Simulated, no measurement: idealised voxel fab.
process module | voxel gate over fins
cross-section cut | 205 nm wide | cells 5 nm
A cross-section is a grid of square cells, given in bands from the top down. A band is one or more rows of cells.
Each band's line starts with the height of the band's top and of its bottom, in nm. Then come its materials from left to right, each with its width in nm. One material with "throughout" fills the band from edge to edge. "air" is empty space.
Height 0 is the level under which the wafer as received is all one material. The lowest band goes on downwards, as in "0 down".
A width such as "30 to 40" changes by the same amount from each row of cells to the next, from the band's top row to its bottom row.
"no change" after a step means that no cell of the cross-section changed.
closed voids: empty space of 8 cells or more with no open way to the top, each as width x height at its distance from the left edge, in nm
after a step's settings: what the simulator itself notes on the step
overlay nm, on a step with a mask: how far to the right of its planned place the mask lay; to the left if negative
plan
1 op RECEIVE | material Si
2 op CONFORMAL_DEP | material SiN | thk nm 5
3 op DIRECTIONAL_DEP | material aC | thk nm 15
4 op PATTERN | tone cover | mask id FINS | material resist | width nm 15 | pitch nm 45 | thk nm 30 | overlay nm 0
5 op DIRECTIONAL_ETCH | etch materials aC | depth nm 15
6 op STRIP | etch materials resist
7 op DIRECTIONAL_ETCH | etch materials SiN | depth nm 5
8 op DIRECTIONAL_ETCH | etch materials Si | depth nm 40
9 op STRIP | etch materials aC
10 op FILL_DEP | material SiO2 | thk nm 5
11 op CMP | height nm 5
12 op SELECTIVE_ETCH | etch materials SiO2 | depth nm 20
13 op STRIP | etch materials SiN
14 op CONFORMAL_DEP | material HfO2 | thk nm 5
15 op CONFORMAL_DEP | material TiN | thk nm 5
16 op FILL_DEP | material W | thk nm 15
17 op CMP | height nm 20
18 op CONFORMAL_DEP | material SiCN | thk nm 10
first wafer, as planned
as received, after step 1
  0 down: Si throughout
  closed voids: none
after step 2
  5 to 0: SiN throughout
  below 0: unchanged
after step 3
  20 to 5: aC throughout
  below 5: unchanged
after step 4
  50 to 20: air 25 | resist 15 | air 30 | resist 15 | air 30 | resist 15 | air 30 | resist 15 | air 30
  below 20: unchanged
after step 5
  35 to 20: air 25 | resist 15 | air 30 | resist 15 | air 30 | resist 15 | air 30 | resist 15 | air 30
  20 to 5: air 25 | aC 15 | air 30 | aC 15 | air 30 | aC 15 | air 30 | aC 15 | air 30
  below 5: unchanged
after step 6
  20 to 5: air 25 | aC 15 | air 30 | aC 15 | air 30 | aC 15 | air 30 | aC 15 | air 30
  below 5: unchanged
after step 7
  20 to 5: air 25 | aC 15 | air 30 | aC 15 | air 30 | aC 15 | air 30 | aC 15 | air 30
  5 to 0: air 25 | SiN 15 | air 30 | SiN 15 | air 30 | SiN 15 | air 30 | SiN 15 | air 30
  below 0: unchanged
after step 8
  20 to 5: air 25 | aC 15 | air 30 | aC 15 | air 30 | aC 15 | air 30 | aC 15 | air 30
  5 to 0: air 25 | SiN 15 | air 30 | SiN 15 | air 30 | SiN 15 | air 30 | SiN 15 | air 30
  0 to -40: air 25 | Si 15 | air 30 | Si 15 | air 30 | Si 15 | air 30 | Si 15 | air 30
  below -40: unchanged
after step 9
  5 to 0: air 25 | SiN 15 | air 30 | SiN 15 | air 30 | SiN 15 | air 30 | SiN 15 | air 30
  below 0: unchanged
after step 10
  10 to 5: SiO2 throughout
  5 to 0: SiO2 25 | SiN 15 | SiO2 30 | SiN 15 | SiO2 30 | SiN 15 | SiO2 30 | SiN 15 | SiO2 30
  0 to -40: SiO2 25 | Si 15 | SiO2 30 | Si 15 | SiO2 30 | Si 15 | SiO2 30 | Si 15 | SiO2 30
  below -40: unchanged
after step 11
  5 to 0: SiO2 25 | SiN 15 | SiO2 30 | SiN 15 | SiO2 30 | SiN 15 | SiO2 30 | SiN 15 | SiO2 30
  below 0: unchanged
after step 12
  5 to 0: air 25 | SiN 15 | air 30 | SiN 15 | air 30 | SiN 15 | air 30 | SiN 15 | air 30
  0 to -15: air 25 | Si 15 | air 30 | Si 15 | air 30 | Si 15 | air 30 | Si 15 | air 30
  below -15: unchanged
after step 13
  0 to -15: air 25 | Si 15 | air 30 | Si 15 | air 30 | Si 15 | air 30 | Si 15 | air 30
  below -15: unchanged
after step 14
  5 to 0: air 20 | HfO2 25 | air 20 | HfO2 25 | air 20 | HfO2 25 | air 20 | HfO2 25 | air 25
  0 to -10: air 20 | HfO2 5 | Si 15 | HfO2 5 | air 20 | HfO2 5 | Si 15 | HfO2 5 | air 20 | HfO2 5 | Si 15 | HfO2 5 | air 20 | HfO2 5 | Si 15 | HfO2 5 | air 25
  -10 to -15: HfO2 25 | Si 15 | HfO2 30 | Si 15 | HfO2 30 | Si 15 | HfO2 30 | Si 15 | HfO2 30
  below -15: unchanged
after step 15
  10 to 5: air 15 | TiN 35 | air 10 | TiN 35 | air 10 | TiN 35 | air 10 | TiN 35 | air 20
  5 to 0: air 15 | TiN 5 | HfO2 25 | TiN 5 | air 10 | TiN 5 | HfO2 25 | TiN 5 | air 10 | TiN 5 | HfO2 25 | TiN 5 | air 10 | TiN 5 | HfO2 25 | TiN 5 | air 20
  0 to -5: air 15 | TiN 5 | HfO2 5 | Si 15 | HfO2 5 | TiN 5 | air 10 | TiN 5 | HfO2 5 | Si 15 | HfO2 5 | TiN 5 | air 10 | TiN 5 | HfO2 5 | Si 15 | HfO2 5 | TiN 5 | air 10 | TiN 5 | HfO2 5 | Si 15 | HfO2 5 | TiN 5 | air 20
  -5 to -10: TiN 20 | HfO2 5 | Si 15 | HfO2 5 | TiN 20 | HfO2 5 | Si 15 | HfO2 5 | TiN 20 | HfO2 5 | Si 15 | HfO2 5 | TiN 20 | HfO2 5 | Si 15 | HfO2 5 | TiN 25
  below -10: unchanged
after step 16
  25 to 10: W throughout
  10 to 5: W 15 | TiN 35 | W 10 | TiN 35 | W 10 | TiN 35 | W 10 | TiN 35 | W 20
  5 to 0: W 15 | TiN 5 | HfO2 25 | TiN 5 | W 10 | TiN 5 | HfO2 25 | TiN 5 | W 10 | TiN 5 | HfO2 25 | TiN 5 | W 10 | TiN 5 | HfO2 25 | TiN 5 | W 20
  0 to -5: W 15 | TiN 5 | HfO2 5 | Si 15 | HfO2 5 | TiN 5 | W 10 | TiN 5 | HfO2 5 | Si 15 | HfO2 5 | TiN 5 | W 10 | TiN 5 | HfO2 5 | Si 15 | HfO2 5 | TiN 5 | W 10 | TiN 5 | HfO2 5 | Si 15 | HfO2 5 | TiN 5 | W 20
  below -5: unchanged
after step 17
  20 to 10: W throughout
  below 10: unchanged
after step 18
  30 to 20: SiCN throughout
  below 20: unchanged
second wafer: like start, like plan, one mistake. Through step 13 it matches the first wafer
when step 14 should have ended: no change
when step 15 should have ended
  5 to 0: air 20 | TiN 25 | air 20 | TiN 25 | air 20 | TiN 25 | air 20 | TiN 25 | air 25
  0 to -10: air 20 | TiN 5 | Si 15 | TiN 5 | air 20 | TiN 5 | Si 15 | TiN 5 | air 20 | TiN 5 | Si 15 | TiN 5 | air 20 | TiN 5 | Si 15 | TiN 5 | air 25
  -10 to -15: TiN 25 | Si 15 | TiN 30 | Si 15 | TiN 30 | Si 15 | TiN 30 | Si 15 | TiN 30
  below -15: unchanged
when step 16 should have ended
  20 to 5: W throughout
  5 to 0: W 20 | TiN 25 | W 20 | TiN 25 | W 20 | TiN 25 | W 20 | TiN 25 | W 25
  0 to -10: W 20 | TiN 5 | Si 15 | TiN 5 | W 20 | TiN 5 | Si 15 | TiN 5 | W 20 | TiN 5 | Si 15 | TiN 5 | W 20 | TiN 5 | Si 15 | TiN 5 | W 25
  below -10: unchanged
when step 17 should have ended: no change
when step 18 should have ended
  30 to 20: SiCN throughout
  below 20: unchanged
what went wrong: step 14 was left out
at the end the second wafer has, in cells: 65 fewer of HfO2 | 65 more of W
